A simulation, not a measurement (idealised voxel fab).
voxel ribs on slabs: a process module
It is cross-section cut that appears here, measuring 240 nm in width, its square cells being 5 nm in size.
When this document writes out a cross-section, it uses a grid of square cells and lists it as bands, beginning at the top and moving down, with a band standing for one or more rows of cells.
For a band, the entry starts with two heights in nm, that of the top and then that of the bottom, and carries on with the band's materials in order from left to right, each alongside its width in nm; the word "edge to edge" beside a single material means it fills the band edge to edge, and "empty" means empty space.
Where do heights start? At 0: under that level the wafer as delivered is made of one material only. And the lowest band has no floor; it just carries on downward, as in "top 0, no bottom".
Width spec "30..40" -> top row of cells at first value, bottom row at second value, equal per-row change in between.
No cell of the cross-section changed in a step that is given as "stayed the same".
This entry, "Closed void roster", enumerates those empty regions of no fewer than 8 cells that possess no open connection to the top. Each region is reported in the form width x height at distance, the distance being taken from the left edge, with all three quantities expressed in nm.
It should be noted that, on the line of a given step, the content following the step's settings is a remark produced by the simulator itself with respect to that step.
"overlay nm", when on a step's line for a step with a mask, measures how far to the right of its planned place the mask lay; a negative measure means to the left.

## Planned process steps
- 1: RECEIVE, material Si
- 2: DIRECTIONAL_DEP, material SiO2, thk nm 30
- 3: DIRECTIONAL_DEP, material SiN, thk nm 25
- 4: DIRECTIONAL_DEP, material aC, thk nm 10
- 5: PATTERN, tone cover, mask id RIB, material resist, width nm 25, thk nm 25, overlay nm 0
- 6: DIRECTIONAL_ETCH, etch materials aC, depth nm 10
- 7: STRIP, etch materials resist
- 8: DIRECTIONAL_ETCH, etch materials SiN, depth nm 5
- 9: STRIP, etch materials aC
- 10: PATTERN, tone cover, mask id SLAB, material resist, width nm 85, thk nm 20, overlay nm 0
- 11: DIRECTIONAL_ETCH, etch materials SiN, depth nm 15
- 12: STRIP, etch materials resist
- 13: FILL_DEP, material SiO2, thk nm 30
- 14: CMP, height nm 75
- 15: DIRECTIONAL_DEP, material W, thk nm 10
- 16: DIRECTIONAL_DEP, material aC, thk nm 15
- 17: PATTERN, tone cover, mask id HEATER, material resist, width nm 35, thk nm 35, overlay nm 0
- 18: DIRECTIONAL_ETCH, etch materials aC, depth nm 15
- 19: STRIP, etch materials resist
- 20: DIRECTIONAL_ETCH, etch materials W, depth nm 10
- 21: STRIP, etch materials aC
- 22: CONFORMAL_DEP, material SiN, thk nm 10
All wafers enter the flow in the same state. The depth nm at step 8 differs from wafer to wafer, and the plan gives the value for the first wafer.

## Received condition of the first of several wafers, sectioned: post-step 1
* top 0, no bottom = Si edge to edge
* Closed void roster: none

## The first of several wafers, seen in cross-section after the module's last step, step 22
* top 95, bottom 85 = 90 of empty  55 of SiN  95 of empty
* top 85, bottom 75 = 100 of SiN  35 of W  105 of SiN
* top 75, bottom 55 = SiO2 edge to edge
* top 55, bottom 50 = 105 of SiO2  25 of SiN  110 of SiO2
* top 50, bottom 35 = 75 of SiO2  85 of SiN  80 of SiO2
* top 35, bottom 30 = SiN edge to edge
* top 30, bottom 0 = SiO2 edge to edge
* top 0, no bottom = Si edge to edge
* Closed void roster: none

## Cross-sectional view of the final wafer of several at the module's end
* top 95, bottom 85 = 90 of empty  55 of SiN  95 of empty
* top 85, bottom 75 = 100 of SiN  35 of W  105 of SiN
* top 75, bottom 55 = SiO2 edge to edge
* top 55, bottom 30 = 105 of SiO2  25 of SiN  110 of SiO2
* top 30, bottom 0 = SiO2 edge to edge
* top 0, no bottom = Si edge to edge
* Closed void roster: none

## Rows = wafers. At module end, each row lists per material the cells gained (+) or lost (-) since the wafer was received, then the closed voids
depth nm 5; +208 SiN; +616 SiO2; +14 W; Closed void roster: none
depth nm 10; +165 SiN; +659 SiO2; +14 W; Closed void roster: none
depth nm 15; +153 SiN; +671 SiO2; +14 W; Closed void roster: none
depth nm 20; +141 SiN; +683 SiO2; +14 W; Closed void roster: none
depth nm 25; +129 SiN; +695 SiO2; +14 W; Closed void roster: none
